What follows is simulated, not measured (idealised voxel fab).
Name of the process module below: voxel wiring stack
235 nm wide, 5 nm square cells: that's cross-section cut.
A cross-section is a grid of square cells, given in bands from the top down. A band is one or more rows of cells.
Heads up on the band format: heights come first, top then bottom, in nm. After that it's the materials left to right, each with its width in nm. A single material flagged "throughout" fills the whole band edge to edge, and "blank" means there's empty space there.
Basically, 0 is our baseline, since under it the wafer straight out of the box is all one material. The bottom band has no lower end and keeps on going down, so it looks like "z 0 and below".
Read "30..40" as a graded width: first number on top, second number at the bottom, same change between each pair of neighbouring rows.
A step reported as "nothing different" is a step in which no cell of the cross-section changed.
You'll see "Enclosed empty spaces" listing empty spaces that have no way open to the top, as long as they're 8 cells or more; the notation is width x height at distance, where the distance is from the left edge, and all of it is in nm.
What comes after the settings on a step's line is commentary from the simulator itself on that step.
overlay nm: step with mask; distance mask lay right of planned place; negative value = left of planned place.
## Process steps foreseen in the plan
| 1 | RECEIVE [material Si] |
| 2 | CONFORMAL_DEP [material SiO2] [thk nm 15] |
| 3 | DIRECTIONAL_DEP [material TiN] [thk nm 5] |
| 4 | DIRECTIONAL_DEP [material W] [thk nm 25] |
| 5 | PATTERN [tone cover] [mask id METAL_1] [material resist] [width nm 20] [pitch nm 40] [thk nm 15] [overlay nm 0] |
| 6 | DIRECTIONAL_ETCH [etch materials W] [depth nm 25] |
| 7 | DIRECTIONAL_ETCH [etch materials TiN] [depth nm 5] |
| 8 | STRIP [etch materials resist] |
| 9 | FILL_DEP [material lowk] [thk nm 5] |
| 10 | CMP [height nm 45] |
| 11 | CONFORMAL_DEP [material SiCN] [thk nm 5] |
| 12 | DIRECTIONAL_DEP [material SiO2] [thk nm 15] |
| 13 | PATTERN [tone open] [mask id PLUG_1] [material resist] [width nm 15] [pitch nm 40] [thk nm 20] [overlay nm 0] |
| 14 | DIRECTIONAL_ETCH [etch materials SiO2] [depth nm 15] |
| 15 | DIRECTIONAL_ETCH [etch materials SiCN] [depth nm 5] |
| 16 | STRIP [etch materials resist] |
| 17 | CONFORMAL_DEP [material TiN] [thk nm 5] |
| 18 | FILL_DEP [material W] [thk nm 10] |
| 19 | CMP [height nm 65] |
| 20 | CONFORMAL_DEP [material SiCN] [thk nm 5] |
| 21 | DIRECTIONAL_DEP [material SiO2] [thk nm 20] |
| 22 | PATTERN [tone open] [mask id METAL_2] [material resist] [width nm 20] [pitch nm 40] [thk nm 15] [overlay nm 0] |
| 23 | DIRECTIONAL_ETCH [etch materials SiO2] [depth nm 20] |
| 24 | DIRECTIONAL_ETCH [etch materials SiCN] [depth nm 5] |
| 25 | STRIP [etch materials resist] |
| 26 | CONFORMAL_DEP [material TiN] [thk nm 5] |
| 27 | FILL_DEP [material Cu] [thk nm 10] |
| 28 | CMP [height nm 90] |
| 29 | EPI [material Ru] [thk nm 5] |
| 30 | FILL_DEP [material SiCN] [thk nm 5] |
| 31 | DIRECTIONAL_DEP [material lowk] [thk nm 30] |
| 32 | PATTERN [tone open] [mask id METAL_3] [material resist] [width nm 20] [pitch nm 40] [thk nm 20] [overlay nm 0] |
| 33 | DIRECTIONAL_ETCH [etch materials lowk] [depth nm 20] |
| 34 | STRIP [etch materials resist] |
| 35 | DIRECTIONAL_DEP [material aC] [thk nm 10] |
| 36 | PATTERN [tone open] [mask id METAL_3_HOLES] [material resist] [width nm 15] [thk nm 25] [overlay nm 0] |
| 37 | DIRECTIONAL_ETCH [etch materials aC] [depth nm 10] |
| 38 | STRIP [etch materials resist] |
| 39 | DIRECTIONAL_ETCH [etch materials lowk] [depth nm 10] |
| 40 | DIRECTIONAL_ETCH [etch materials SiCN] [depth nm 5] |
| 41 | STRIP [etch materials aC] |
| 42 | CONFORMAL_DEP [material TiN] [thk nm 5] |
| 43 | FILL_DEP [material Ru] [thk nm 5] |
| 44 | CMP [height nm 130] |
| 45 | CONFORMAL_DEP [material SiCN] [thk nm 5] |
| 46 | DIRECTIONAL_DEP [material lowk] [thk nm 10] |
| 47 | DIRECTIONAL_DEP [material aC] [thk nm 10] |
| 48 | PATTERN [tone open] [mask id PLUG_3] [material resist] [width nm 15] [pitch nm 40] [thk nm 25] [overlay nm 0] |
| 49 | DIRECTIONAL_ETCH [etch materials aC] [depth nm 10] |
| 50 | STRIP [etch materials resist] |
| 51 | DIRECTIONAL_ETCH [etch materials lowk] [depth nm 10] |
| 52 | DIRECTIONAL_ETCH [etch materials SiCN] [depth nm 5] |
| 53 | STRIP [etch materials aC] |
| 54 | CONFORMAL_DEP [material TiN] [thk nm 5] |
| 55 | FILL_DEP [material Cu] [thk nm 5] |
| 56 | CMP [height nm 145] |
| 57 | DIRECTIONAL_DEP [material TiN] [thk nm 5] |
| 58 | DIRECTIONAL_DEP [material Ru] [thk nm 15] |
| 59 | DIRECTIONAL_DEP [material aC] [thk nm 10] |
| 60 | PATTERN [tone cover] [mask id METAL_4] [material resist] [width nm 20] [pitch nm 40] [thk nm 30] [overlay nm 0] |
| 61 | DIRECTIONAL_ETCH [etch materials aC] [depth nm 10] |
| 62 | STRIP [etch materials resist] |
| 63 | DIRECTIONAL_ETCH [etch materials Ru] [depth nm 15] |
| 64 | DIRECTIONAL_ETCH [etch materials TiN] [depth nm 5] |
| 65 | STRIP [etch materials aC] |
| 66 | CONFORMAL_DEP [material SiN] [thk nm 5] |
| 67 | FILL_DEP [material SiO2] [thk nm 10] |
| 68 | CMP [height nm 165] |
| 69 | CONFORMAL_DEP [material SiCN] [thk nm 5] |
## On the first of the two wafers: run conducted according to plan
## Wafer cross-section on receipt, i.e. after step 1
> z 0 and below: Si throughout
> Enclosed empty spaces: none
## How the wafer stands in section after step 2
> z 15 to 0: SiO2 throughout
> Rest of section, below 0: as before.
## How the wafer stands in section after step 3
> z 20 to 15: TiN throughout
> Rest of section, below 15: as before.
## How the wafer stands in section after step 4
> z 45 to 20: W throughout
> Rest of section, below 20: as before.
## How the wafer stands in section after step 5
> z 60 to 45: blank 85 nm | resist 20 nm | blank 20 nm | resist 20 nm | blank 90 nm
> Rest of section, below 45: as before.
## How the wafer stands in section after step 6
> z 60 to 45: blank 85 nm | resist 20 nm | blank 20 nm | resist 20 nm | blank 90 nm
> z 45 to 20: blank 85 nm | W 20 nm | blank 20 nm | W 20 nm | blank 90 nm
> Rest of section, below 20: as before.
## How the wafer stands in section after step 7
> z 60 to 45: blank 85 nm | resist 20 nm | blank 20 nm | resist 20 nm | blank 90 nm
> z 45 to 20: blank 85 nm | W 20 nm | blank 20 nm | W 20 nm | blank 90 nm
> z 20 to 15: blank 85 nm | TiN 20 nm | blank 20 nm | TiN 20 nm | blank 90 nm
> Rest of section, below 15: as before.
## How the wafer stands in section after step 8
> z 45 to 20: blank 85 nm | W 20 nm | blank 20 nm | W 20 nm | blank 90 nm
> Rest of section, below 20: as before.
## How the wafer stands in section after step 9
> z 50 to 45: lowk throughout
> z 45 to 20: lowk 85 nm | W 20 nm | lowk 20 nm | W 20 nm | lowk 90 nm
> z 20 to 15: lowk 85 nm | TiN 20 nm | lowk 20 nm | TiN 20 nm | lowk 90 nm
> Rest of section, below 15: as before.
## How the wafer stands in section after step 10
> z 45 to 20: lowk 85 nm | W 20 nm | lowk 20 nm | W 20 nm | lowk 90 nm
> Rest of section, below 20: as before.
## How the wafer stands in section after step 11
> z 50 to 45: SiCN throughout
> Rest of section, below 45: as before.
## How the wafer stands in section after step 12
> z 65 to 50: SiO2 throughout
> Rest of section, below 50: as before.
## How the wafer stands in section after step 13
> z 85 to 65: resist 85 nm | blank 15 nm | resist 25 nm | blank 15 nm | resist 95 nm
> Rest of section, below 65: as before.
## How the wafer stands in section after step 14
> z 85 to 65: resist 85 nm | blank 15 nm | resist 25 nm | blank 15 nm | resist 95 nm
> z 65 to 50: SiO2 85 nm | blank 15 nm | SiO2 25 nm | blank 15 nm | SiO2 95 nm
> Rest of section, below 50: as before.
## How the wafer stands in section after step 15
> z 85 to 65: resist 85 nm | blank 15 nm | resist 25 nm | blank 15 nm | resist 95 nm
> z 65 to 50: SiO2 85 nm | blank 15 nm | SiO2 25 nm | blank 15 nm | SiO2 95 nm
> z 50 to 45: SiCN 85 nm | blank 15 nm | SiCN 25 nm | blank 15 nm | SiCN 95 nm
> Rest of section, below 45: as before.
## How the wafer stands in section after step 16
> z 65 to 50: SiO2 85 nm | blank 15 nm | SiO2 25 nm | blank 15 nm | SiO2 95 nm
> Rest of section, below 50: as before.
## How the wafer stands in section after step 17
> z 70 to 65: TiN 90 nm | blank 5 nm | TiN 35 nm | blank 5 nm | TiN 100 nm
> z 65 to 50: SiO2 85 nm | TiN 5 nm | blank 5 nm | TiN 5 nm | SiO2 25 nm | TiN 5 nm | blank 5 nm | TiN 5 nm | SiO2 95 nm
> z 50 to 45: SiCN 85 nm | TiN 15 nm | SiCN 25 nm | TiN 15 nm | SiCN 95 nm
> Rest of section, below 45: as before.
## How the wafer stands in section after step 18
> z 80 to 70: W throughout
> z 70 to 65: TiN 90 nm | W 5 nm | TiN 35 nm | W 5 nm | TiN 100 nm
> z 65 to 50: SiO2 85 nm | TiN 5 nm | W 5 nm | TiN 5 nm | SiO2 25 nm | TiN 5 nm | W 5 nm | TiN 5 nm | SiO2 95 nm
> Rest of section, below 50: as before.
## How the wafer stands in section after step 19
> z 65 to 50: SiO2 85 nm | TiN 5 nm | W 5 nm | TiN 5 nm | SiO2 25 nm | TiN 5 nm | W 5 nm | TiN 5 nm | SiO2 95 nm
> Rest of section, below 50: as before.
## How the wafer stands in section after step 20
> z 70 to 65: SiCN throughout
> Rest of section, below 65: as before.
## How the wafer stands in section after step 21
> z 90 to 70: SiO2 throughout
> Rest of section, below 70: as before.
## How the wafer stands in section after step 22
> z 105 to 90: resist 85 nm | blank 20 nm | resist 20 nm | blank 20 nm | resist 90 nm
> Rest of section, below 90: as before.
## How the wafer stands in section after step 23
> z 105 to 90: resist 85 nm | blank 20 nm | resist 20 nm | blank 20 nm | resist 90 nm
> z 90 to 70: SiO2 85 nm | blank 20 nm | SiO2 20 nm | blank 20 nm | SiO2 90 nm
> Rest of section, below 70: as before.
## How the wafer stands in section after step 24
> z 105 to 90: resist 85 nm | blank 20 nm | resist 20 nm | blank 20 nm | resist 90 nm
> z 90 to 70: SiO2 85 nm | blank 20 nm | SiO2 20 nm | blank 20 nm | SiO2 90 nm
> z 70 to 65: SiCN 85 nm | blank 20 nm | SiCN 20 nm | blank 20 nm | SiCN 90 nm
> Rest of section, below 65: as before.
## How the wafer stands in section after step 25
> z 90 to 70: SiO2 85 nm | blank 20 nm | SiO2 20 nm | blank 20 nm | SiO2 90 nm
> Rest of section, below 70: as before.
## How the wafer stands in section after step 26
> z 95 to 90: TiN 90 nm | blank 10 nm | TiN 30 nm | blank 10 nm | TiN 95 nm
> z 90 to 70: SiO2 85 nm | TiN 5 nm | blank 10 nm | TiN 5 nm | SiO2 20 nm | TiN 5 nm | blank 10 nm | TiN 5 nm | SiO2 90 nm
> z 70 to 65: SiCN 85 nm | TiN 20 nm | SiCN 20 nm | TiN 20 nm | SiCN 90 nm
> Rest of section, below 65: as before.
## How the wafer stands in section after step 27
> z 105 to 95: Cu throughout
> z 95 to 90: TiN 90 nm | Cu 10 nm | TiN 30 nm | Cu 10 nm | TiN 95 nm
> z 90 to 70: SiO2 85 nm | TiN 5 nm | Cu 10 nm | TiN 5 nm | SiO2 20 nm | TiN 5 nm | Cu 10 nm | TiN 5 nm | SiO2 90 nm
> Rest of section, below 70: as before.
## How the wafer stands in section after step 28
> z 90 to 70: SiO2 85 nm | TiN 5 nm | Cu 10 nm | TiN 5 nm | SiO2 20 nm | TiN 5 nm | Cu 10 nm | TiN 5 nm | SiO2 90 nm
> Rest of section, below 70: as before.
## How the wafer stands in section after step 29
> z 95 to 90: blank 80 nm | Ru 30 nm | blank 10 nm | Ru 30 nm | blank 85 nm
> Rest of section, below 90: as before.
## How the wafer stands in section after step 30
> z 100 to 95: SiCN throughout
> z 95 to 90: SiCN 80 nm | Ru 30 nm | SiCN 10 nm | Ru 30 nm | SiCN 85 nm
> Rest of section, below 90: as before.
## How the wafer stands in section after step 31
> z 130 to 100: lowk throughout
> Rest of section, below 100: as before.
## How the wafer stands in section after step 32
> z 150 to 130: resist 85 nm | blank 20 nm | resist 20 nm | blank 20 nm | resist 90 nm
> Rest of section, below 130: as before.
## How the wafer stands in section after step 33
> z 150 to 130: resist 85 nm | blank 20 nm | resist 20 nm | blank 20 nm | resist 90 nm
> z 130 to 110: lowk 85 nm | blank 20 nm | lowk 20 nm | blank 20 nm | lowk 90 nm
> Rest of section, below 110: as before.
## How the wafer stands in section after step 34
> z 130 to 110: lowk 85 nm | blank 20 nm | lowk 20 nm | blank 20 nm | lowk 90 nm
> Rest of section, below 110: as before.
## How the wafer stands in section after step 35
> z 140 to 130: aC 85 nm | blank 20 nm | aC 20 nm | blank 20 nm | aC 90 nm
> z 130 to 120: lowk 85 nm | blank 20 nm | lowk 20 nm | blank 20 nm | lowk 90 nm
> z 120 to 110: lowk 85 nm | aC 20 nm | lowk 20 nm | aC 20 nm | lowk 90 nm
> Rest of section, below 110: as before.
## How the wafer stands in section after step 36
> z 165 to 140: resist 85 nm | blank 15 nm | resist 135 nm
> z 140 to 130: aC 85 nm | blank 15 nm | resist 5 nm | aC 20 nm | resist 20 nm | aC 90 nm
> z 130 to 120: lowk 85 nm | blank 15 nm | resist 5 nm | lowk 20 nm | resist 20 nm | lowk 90 nm
> Rest of section, below 120: as before.
## How the wafer stands in section after step 37
> z 155 to 140: resist 85 nm | blank 15 nm | resist 135 nm
> z 140 to 130: aC 85 nm | blank 15 nm | resist 5 nm | aC 20 nm | resist 20 nm | aC 90 nm
> z 130 to 120: lowk 85 nm | blank 15 nm | resist 5 nm | lowk 20 nm | resist 20 nm | lowk 90 nm
> z 120 to 110: lowk 85 nm | blank 15 nm | aC 5 nm | lowk 20 nm | aC 20 nm | lowk 90 nm
> Rest of section, below 110: as before.
## How the wafer stands in section after step 38
> z 140 to 130: aC 85 nm | blank 20 nm | aC 20 nm | blank 20 nm | aC 90 nm
> z 130 to 120: lowk 85 nm | blank 20 nm | lowk 20 nm | blank 20 nm | lowk 90 nm
> Rest of section, below 120: as before.
## How the wafer stands in section after step 39
> z 140 to 130: aC 85 nm | blank 20 nm | aC 20 nm | blank 20 nm | aC 90 nm
> z 130 to 120: lowk 85 nm | blank 20 nm | lowk 20 nm | blank 20 nm | lowk 90 nm
> z 120 to 110: lowk 85 nm | blank 15 nm | aC 5 nm | lowk 20 nm | aC 20 nm | lowk 90 nm
> z 110 to 100: lowk 85 nm | blank 15 nm | lowk 135 nm
> Rest of section, below 100: as before.
## How the wafer stands in section after step 40
> z 140 to 130: aC 85 nm | blank 20 nm | aC 20 nm | blank 20 nm | aC 90 nm
> z 130 to 120: lowk 85 nm | blank 20 nm | lowk 20 nm | blank 20 nm | lowk 90 nm
> z 120 to 110: lowk 85 nm | blank 15 nm | aC 5 nm | lowk 20 nm | aC 20 nm | lowk 90 nm
> z 110 to 100: lowk 85 nm | blank 15 nm | lowk 135 nm
> z 100 to 95: SiCN 85 nm | blank 15 nm | SiCN 135 nm
> Rest of section, below 95: as before.
## How the wafer stands in section after step 41
> z 130 to 110: lowk 85 nm | blank 20 nm | lowk 20 nm | blank 20 nm | lowk 90 nm
> Rest of section, below 110: as before.
## How the wafer stands in section after step 42
> z 135 to 130: TiN 90 nm | blank 10 nm | TiN 30 nm | blank 10 nm | TiN 95 nm
> z 130 to 115: lowk 85 nm | TiN 5 nm | blank 10 nm | TiN 5 nm | lowk 20 nm | TiN 5 nm | blank 10 nm | TiN 5 nm | lowk 90 nm
> z 115 to 110: lowk 85 nm | TiN 5 nm | blank 5 nm | TiN 10 nm | lowk 20 nm | TiN 20 nm | lowk 90 nm
> z 110 to 100: lowk 85 nm | TiN 5 nm | blank 5 nm | TiN 5 nm | lowk 135 nm
> z 100 to 95: SiCN 85 nm | TiN 15 nm | SiCN 135 nm
> Rest of section, below 95: as before.
## How the wafer stands in section after step 43
> z 140 to 135: Ru throughout
> z 135 to 130: TiN 90 nm | Ru 10 nm | TiN 30 nm | Ru 10 nm | TiN 95 nm
> z 130 to 115: lowk 85 nm | TiN 5 nm | Ru 10 nm | TiN 5 nm | lowk 20 nm | TiN 5 nm | Ru 10 nm | TiN 5 nm | lowk 90 nm
> z 115 to 110: lowk 85 nm | TiN 5 nm | Ru 5 nm | TiN 10 nm | lowk 20 nm | TiN 20 nm | lowk 90 nm
> z 110 to 100: lowk 85 nm | TiN 5 nm | Ru 5 nm | TiN 5 nm | lowk 135 nm
> Rest of section, below 100: as before.
## How the wafer stands in section after step 44
> z 130 to 115: lowk 85 nm | TiN 5 nm | Ru 10 nm | TiN 5 nm | lowk 20 nm | TiN 5 nm | Ru 10 nm | TiN 5 nm | lowk 90 nm
> Rest of section, below 115: as before.
## How the wafer stands in section after step 45
> z 135 to 130: SiCN throughout
> Rest of section, below 130: as before.
## How the wafer stands in section after step 46
> z 145 to 135: lowk throughout
> Rest of section, below 135: as before.
## How the wafer stands in section after step 47
> z 155 to 145: aC throughout
> Rest of section, below 145: as before.
## How the wafer stands in section after step 48
> z 180 to 155: resist 85 nm | blank 15 nm | resist 25 nm | blank 15 nm | resist 95 nm
> Rest of section, below 155: as before.
## How the wafer stands in section after step 49
> z 170 to 155: resist 85 nm | blank 15 nm | resist 25 nm | blank 15 nm | resist 95 nm
> z 155 to 145: aC 85 nm | blank 15 nm | aC 25 nm | blank 15 nm | aC 95 nm
> Rest of section, below 145: as before.
## How the wafer stands in section after step 50
> z 155 to 145: aC 85 nm | blank 15 nm | aC 25 nm | blank 15 nm | aC 95 nm
> Rest of section, below 145: as before.
## How the wafer stands in section after step 51
> z 155 to 145: aC 85 nm | blank 15 nm | aC 25 nm | blank 15 nm | aC 95 nm
> z 145 to 135: lowk 85 nm | blank 15 nm | lowk 25 nm | blank 15 nm | lowk 95 nm
> Rest of section, below 135: as before.
## How the wafer stands in section after step 52
> z 155 to 145: aC 85 nm | blank 15 nm | aC 25 nm | blank 15 nm | aC 95 nm
> z 145 to 135: lowk 85 nm | blank 15 nm | lowk 25 nm | blank 15 nm | lowk 95 nm
> z 135 to 130: SiCN 85 nm | blank 15 nm | SiCN 25 nm | blank 15 nm | SiCN 95 nm
> Rest of section, below 130: as before.
## How the wafer stands in section after step 53
> z 145 to 135: lowk 85 nm | blank 15 nm | lowk 25 nm | blank 15 nm | lowk 95 nm
> Rest of section, below 135: as before.
## How the wafer stands in section after step 54
> z 150 to 145: TiN 90 nm | blank 5 nm | TiN 35 nm | blank 5 nm | TiN 100 nm
> z 145 to 135: lowk 85 nm | TiN 5 nm | blank 5 nm | TiN 5 nm | lowk 25 nm | TiN 5 nm | blank 5 nm | TiN 5 nm | lowk 95 nm
> z 135 to 130: SiCN 85 nm | TiN 15 nm | SiCN 25 nm | TiN 15 nm | SiCN 95 nm
> Rest of section, below 130: as before.
## How the wafer stands in section after step 55
> z 155 to 150: Cu throughout
> z 150 to 145: TiN 90 nm | Cu 5 nm | TiN 35 nm | Cu 5 nm | TiN 100 nm
> z 145 to 135: lowk 85 nm | TiN 5 nm | Cu 5 nm | TiN 5 nm | lowk 25 nm | TiN 5 nm | Cu 5 nm | TiN 5 nm | lowk 95 nm
> Rest of section, below 135: as before.
## How the wafer stands in section after step 56
> z 145 to 135: lowk 85 nm | TiN 5 nm | Cu 5 nm | TiN 5 nm | lowk 25 nm | TiN 5 nm | Cu 5 nm | TiN 5 nm | lowk 95 nm
> Rest of section, below 135: as before.
## How the wafer stands in section after step 57
> z 150 to 145: TiN throughout
> Rest of section, below 145: as before.
## How the wafer stands in section after step 58
> z 165 to 150: Ru throughout
> Rest of section, below 150: as before.
## How the wafer stands in section after step 59
> z 175 to 165: aC throughout
> Rest of section, below 165: as before.
## How the wafer stands in section after step 60
> z 205 to 175: blank 85 nm | resist 20 nm | blank 20 nm | resist 20 nm | blank 90 nm
> Rest of section, below 175: as before.
## How the wafer stands in section after step 61
> z 195 to 175: blank 85 nm | resist 20 nm | blank 20 nm | resist 20 nm | blank 90 nm
> z 175 to 165: blank 85 nm | aC 20 nm | blank 20 nm | aC 20 nm | blank 90 nm
> Rest of section, below 165: as before.
## How the wafer stands in section after step 62
> z 175 to 165: blank 85 nm | aC 20 nm | blank 20 nm | aC 20 nm | blank 90 nm
> Rest of section, below 165: as before.
## How the wafer stands in section after step 63
> z 175 to 165: blank 85 nm | aC 20 nm | blank 20 nm | aC 20 nm | blank 90 nm
> z 165 to 150: blank 85 nm | Ru 20 nm | blank 20 nm | Ru 20 nm | blank 90 nm
> Rest of section, below 150: as before.
## How the wafer stands in section after step 64
> z 175 to 165: blank 85 nm | aC 20 nm | blank 20 nm | aC 20 nm | blank 90 nm
> z 165 to 150: blank 85 nm | Ru 20 nm | blank 20 nm | Ru 20 nm | blank 90 nm
> z 150 to 145: blank 85 nm | TiN 20 nm | blank 20 nm | TiN 20 nm | blank 90 nm
> Rest of section, below 145: as before.
## How the wafer stands in section after step 65
> z 165 to 150: blank 85 nm | Ru 20 nm | blank 20 nm | Ru 20 nm | blank 90 nm
> Rest of section, below 150: as before.
## How the wafer stands in section after step 66
> z 170 to 165: blank 80 nm | SiN 30 nm | blank 10 nm | SiN 30 nm | blank 85 nm
> z 165 to 150: blank 80 nm | SiN 5 nm | Ru 20 nm | SiN 5 nm | blank 10 nm | SiN 5 nm | Ru 20 nm | SiN 5 nm | blank 85 nm
> z 150 to 145: SiN 85 nm | TiN 20 nm | SiN 20 nm | TiN 20 nm | SiN 90 nm
> Rest of section, below 145: as before.
## How the wafer stands in section after step 67
> z 180 to 170: SiO2 throughout
> z 170 to 165: SiO2 80 nm | SiN 30 nm | SiO2 10 nm | SiN 30 nm | SiO2 85 nm
> z 165 to 150: SiO2 80 nm | SiN 5 nm | Ru 20 nm | SiN 5 nm | SiO2 10 nm | SiN 5 nm | Ru 20 nm | SiN 5 nm | SiO2 85 nm
> Rest of section, below 150: as before.
## How the wafer stands in section after step 68
> z 165 to 150: SiO2 80 nm | SiN 5 nm | Ru 20 nm | SiN 5 nm | SiO2 10 nm | SiN 5 nm | Ru 20 nm | SiN 5 nm | SiO2 85 nm
> Rest of section, below 150: as before.
## How the wafer stands in section after step 69
> z 170 to 165: SiCN throughout
> Rest of section, below 165: as before.
## Wafer two. Same start, same plan, one slip in execution. Same as wafer one through step 59, inclusive
## Cross-section: second wafer, time at which step 60 was scheduled to end
> z 205 to 175: resist 85 nm | blank 20 nm | resist 20 nm | blank 20 nm | resist 90 nm
> Rest of section, below 175: as before.
## Cross-section: second wafer, time at which step 61 was scheduled to end
> z 195 to 175: resist 85 nm | blank 20 nm | resist 20 nm | blank 20 nm | resist 90 nm
> z 175 to 165: aC 85 nm | blank 20 nm | aC 20 nm | blank 20 nm | aC 90 nm
> Rest of section, below 165: as before.
## Cross-section: second wafer, time at which step 62 was scheduled to end
> z 175 to 165: aC 85 nm | blank 20 nm | aC 20 nm | blank 20 nm | aC 90 nm
> Rest of section, below 165: as before.
## Cross-section: second wafer, time at which step 63 was scheduled to end
> z 175 to 165: aC 85 nm | blank 20 nm | aC 20 nm | blank 20 nm | aC 90 nm
> z 165 to 150: Ru 85 nm | blank 20 nm | Ru 20 nm | blank 20 nm | Ru 90 nm
> Rest of section, below 150: as before.
## Cross-section: second wafer, time at which step 64 was scheduled to end
> z 175 to 165: aC 85 nm | blank 20 nm | aC 20 nm | blank 20 nm | aC 90 nm
> z 165 to 150: Ru 85 nm | blank 20 nm | Ru 20 nm | blank 20 nm | Ru 90 nm
> z 150 to 145: TiN 85 nm | blank 20 nm | TiN 20 nm | blank 20 nm | TiN 90 nm
> Rest of section, below 145: as before.
## Cross-section: second wafer, time at which step 65 was scheduled to end
> z 165 to 150: Ru 85 nm | blank 20 nm | Ru 20 nm | blank 20 nm | Ru 90 nm
> Rest of section, below 150: as before.
## Cross-section: second wafer, time at which step 66 was scheduled to end
> z 170 to 165: SiN 90 nm | blank 10 nm | SiN 30 nm | blank 10 nm | SiN 95 nm
> z 165 to 150: Ru 85 nm | SiN 5 nm | blank 10 nm | SiN 5 nm | Ru 20 nm | SiN 5 nm | blank 10 nm | SiN 5 nm | Ru 90 nm
> z 150 to 145: TiN 85 nm | SiN 20 nm | TiN 20 nm | SiN 20 nm | TiN 90 nm
> Rest of section, below 145: as before.
## Cross-section: second wafer, time at which step 67 was scheduled to end
> z 180 to 170: SiO2 throughout
> z 170 to 165: SiN 90 nm | SiO2 10 nm | SiN 30 nm | SiO2 10 nm | SiN 95 nm
> z 165 to 150: Ru 85 nm | SiN 5 nm | SiO2 10 nm | SiN 5 nm | Ru 20 nm | SiN 5 nm | SiO2 10 nm | SiN 5 nm | Ru 90 nm
> Rest of section, below 150: as before.
## Cross-section: second wafer, time at which step 68 was scheduled to end
> z 165 to 150: Ru 85 nm | SiN 5 nm | SiO2 10 nm | SiN 5 nm | Ru 20 nm | SiN 5 nm | SiO2 10 nm | SiN 5 nm | Ru 90 nm
> Rest of section, below 150: as before.
## Cross-section: second wafer, time at which step 69 was scheduled to end
> z 170 to 165: SiCN throughout
> Rest of section, below 165: as before.
Deviation noted in wafer processing: step 60 ran as: PATTERN [tone open] [mask id METAL_4] [material resist] [width nm 20] [pitch nm 40] [thk nm 30] [overlay nm 0]
Count the cells at the end and the second wafer has more or fewer of some materials than the first: 93 more of Ru, 31 fewer of SiN, 93 fewer of SiO2, 31 more of TiN
